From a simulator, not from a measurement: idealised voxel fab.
process module | voxel wiring stack
cross-section cut | 220 nm wide | cells 5 nm
A cross-section is a grid of square cells, given in bands from the top down. A band is one or more rows of cells.
Each band's line starts with the height of the band's top and of its bottom, in nm. Then come its materials from left to right, each with its width in nm. One material with "throughout" fills the band from edge to edge. "air" is empty space.
Height 0 is the level under which the wafer as received is all one material. The lowest band goes on downwards, as in "0 down".
A width such as "30 to 40" changes by the same amount from each row of cells to the next, from the band's top row to its bottom row.
"no change" after a step means that no cell of the cross-section changed.
closed voids: empty space of 8 cells or more with no open way to the top, each as width x height at its distance from the left edge, in nm
after a step's settings: what the simulator itself notes on the step
overlay nm, on a step with a mask: how far to the right of its planned place the mask lay; to the left if negative
plan
1 op RECEIVE | material Si
2 op CONFORMAL_DEP | material SiO2 | thk nm 15
3 op DIRECTIONAL_DEP | material TiN | thk nm 5
4 op DIRECTIONAL_DEP | material W | thk nm 15
5 op DIRECTIONAL_DEP | material aC | thk nm 10
6 op PATTERN | tone cover | mask id METAL_1 | material resist | width nm 20 | pitch nm 50 | thk nm 25 | overlay nm 0
7 op DIRECTIONAL_ETCH | etch materials aC | depth nm 10
8 op STRIP | etch materials resist
9 op DIRECTIONAL_ETCH | etch materials W | depth nm 15
10 op DIRECTIONAL_ETCH | etch materials TiN | depth nm 5
11 op STRIP | etch materials aC
12 op CONFORMAL_DEP | material SiN | thk nm 5
13 op FILL_DEP | material SiO2 | thk nm 10
14 op CMP | height nm 35
15 op CONFORMAL_DEP | material SiCN | thk nm 5
16 op DIRECTIONAL_DEP | material lowk | thk nm 10
17 op DIRECTIONAL_DEP | material aC | thk nm 15
18 op PATTERN | tone open | mask id PLUG_1 | material resist | width nm 15 | pitch nm 50 | thk nm 30 | overlay nm -15
19 op DIRECTIONAL_ETCH | etch materials aC | depth nm 15
20 op STRIP | etch materials resist
21 op DIRECTIONAL_ETCH | etch materials lowk | depth nm 10
22 op DIRECTIONAL_ETCH | etch materials SiCN | depth nm 5
23 op STRIP | etch materials aC
24 op EPI | material Ru | thk nm 10
25 op EPI | material Ru | thk nm 5
26 op CONFORMAL_DEP | material SiCN | thk nm 5
27 op DIRECTIONAL_DEP | material SiO2 | thk nm 25
28 op MASKED_ETCH | tone open | mask id METAL_2 | width nm 20 | pitch nm 50 | etch materials SiO2 | depth nm 25 | overlay nm 0
29 op MASKED_ETCH | tone open | mask id METAL_2 | width nm 20 | pitch nm 50 | etch materials SiCN | depth nm 5 | overlay nm 0
30 op CONFORMAL_DEP | material TiN | thk nm 5
31 op FILL_DEP | material W | thk nm 10
32 op CMP | height nm 80
33 op CONFORMAL_DEP | material SiCN | thk nm 5
34 op DIRECTIONAL_DEP | material SiO2 | thk nm 10
35 op DIRECTIONAL_DEP | material aC | thk nm 15
36 op PATTERN | tone open | mask id PLUG_2 | material resist | width nm 15 | pitch nm 50 | thk nm 30 | overlay nm 0
37 op DIRECTIONAL_ETCH | etch materials aC | depth nm 15
38 op STRIP | etch materials resist
39 op DIRECTIONAL_ETCH | etch materials SiO2 | depth nm 10
40 op DIRECTIONAL_ETCH | etch materials SiCN | depth nm 5
41 op STRIP | etch materials aC
42 op EPI | material Ru | thk nm 10
43 op EPI | material Ru | thk nm 5
44 op DIRECTIONAL_DEP | material TiN | thk nm 5
45 op DIRECTIONAL_DEP | material Ru | thk nm 20
46 op MASKED_ETCH | tone cover | mask id METAL_3 | width nm 20 | pitch nm 50 | etch materials Ru | depth nm 20 | overlay nm 0
47 op MASKED_ETCH | tone cover | mask id METAL_3 | width nm 20 | pitch nm 50 | etch materials TiN | depth nm 5 | overlay nm 0
48 op CONFORMAL_DEP | material SiCN | thk nm 5
49 op FILL_DEP | material SiO2 | thk nm 10
50 op CMP | height nm 120
51 op CONFORMAL_DEP | material SiN | thk nm 5
varied across the wafers: overlay nm of step 18. The plan shows the first wafer's value. All wafers start alike
first wafer as received, after step 1
  0 down: Si throughout
  closed voids: none
first wafer at the end, after step 51
  125 to 120: SiN throughout
  120 to 100: SiO2 70 | SiCN 5 | Ru 20 | SiCN 5 | SiO2 20 | SiCN 5 | Ru 20 | SiCN 5 | SiO2 70
  100 to 95: SiCN 75 | TiN 20 | SiCN 30 | TiN 20 | SiCN 75
  95 to 85: SiO2 75 | Ru 15 | SiO2 35 | Ru 15 | SiO2 80
  85 to 80: SiCN 75 | Ru 15 | SiCN 35 | Ru 15 | SiCN 80
  80 to 65: SiO2 65 | TiN 5 | SiO2 5 | TiN 5 | W 10 | TiN 5 | SiO2 20 | TiN 5 | SiO2 5 | TiN 5 | W 10 | TiN 5 | SiO2 75
  65 to 55: SiO2 75 | TiN 5 | W 10 | TiN 5 | SiO2 30 | TiN 5 | W 10 | TiN 5 | SiO2 75
  55 to 50: SiCN 65 | SiO2 5 | SiCN 5 | TiN 20 | SiCN 20 | SiO2 5 | SiCN 5 | TiN 20 | SiCN 75
  50 to 40: lowk 60 | SiCN 5 | SiO2 5 | SiCN 5 | lowk 35 | SiCN 5 | SiO2 5 | SiCN 5 | lowk 95
  40 to 35: SiCN throughout
  35 to 20: SiO2 70 | SiN 5 | W 20 | SiN 5 | SiO2 20 | SiN 5 | W 20 | SiN 5 | SiO2 70
  20 to 15: SiN 75 | TiN 20 | SiN 30 | TiN 20 | SiN 75
  15 to 0: SiO2 throughout
  0 down: Si throughout
  closed voids: none
last wafer at the end
  125 to 120: SiN throughout
  120 to 100: SiO2 70 | SiCN 5 | Ru 20 | SiCN 5 | SiO2 20 | SiCN 5 | Ru 20 | SiCN 5 | SiO2 70
  100 to 95: SiCN 75 | TiN 20 | SiCN 30 | TiN 20 | SiCN 75
  95 to 85: SiO2 75 | Ru 15 | SiO2 35 | Ru 15 | SiO2 80
  85 to 80: SiCN 75 | Ru 15 | SiCN 35 | Ru 15 | SiCN 80
  80 to 55: SiO2 75 | TiN 5 | W 10 | TiN 5 | SiO2 30 | TiN 5 | W 10 | TiN 5 | SiO2 75
  55 to 50: SiCN 75 | TiN 20 | SiCN 30 | TiN 20 | SiCN 75
  50 to 40: lowk 90 | Ru 15 | lowk 35 | Ru 15 | lowk 65
  40 to 35: SiCN 90 | Ru 15 | SiCN 35 | Ru 15 | SiCN 65
  35 to 20: SiO2 70 | SiN 5 | W 20 | SiN 5 | SiO2 20 | SiN 5 | W 20 | SiN 5 | SiO2 70
  20 to 15: SiN 75 | TiN 20 | SiN 30 | TiN 20 | SiN 75
  15 to 0: SiO2 throughout
  0 down: Si throughout
  closed voids: none
each wafer at the end: cells of each material gained (+) or lost (-) since it was received, then its closed voids
overlay nm -15 | +50 Ru | +176 SiCN | +92 SiN | +612 SiO2 | +50 TiN | +44 W | +76 lowk | closed voids: none
overlay nm -10 | +68 Ru | +164 SiCN | +92 SiN | +612 SiO2 | +44 TiN | +44 W | +76 lowk | closed voids: none
overlay nm -5 | +68 Ru | +164 SiCN | +92 SiN | +612 SiO2 | +44 TiN | +44 W | +76 lowk | closed voids: none
overlay nm 0 | +68 Ru | +164 SiCN | +92 SiN | +612 SiO2 | +44 TiN | +44 W | +76 lowk | closed voids: none
overlay nm 5 | +68 Ru | +164 SiCN | +92 SiN | +612 SiO2 | +44 TiN | +44 W | +76 lowk | closed voids: none
overlay nm 10 | +68 Ru | +164 SiCN | +92 SiN | +612 SiO2 | +44 TiN | +44 W | +76 lowk | closed voids: none
overlay nm 15 | +68 Ru | +164 SiCN | +92 SiN | +612 SiO2 | +44 TiN | +44 W | +76 lowk | closed voids: none
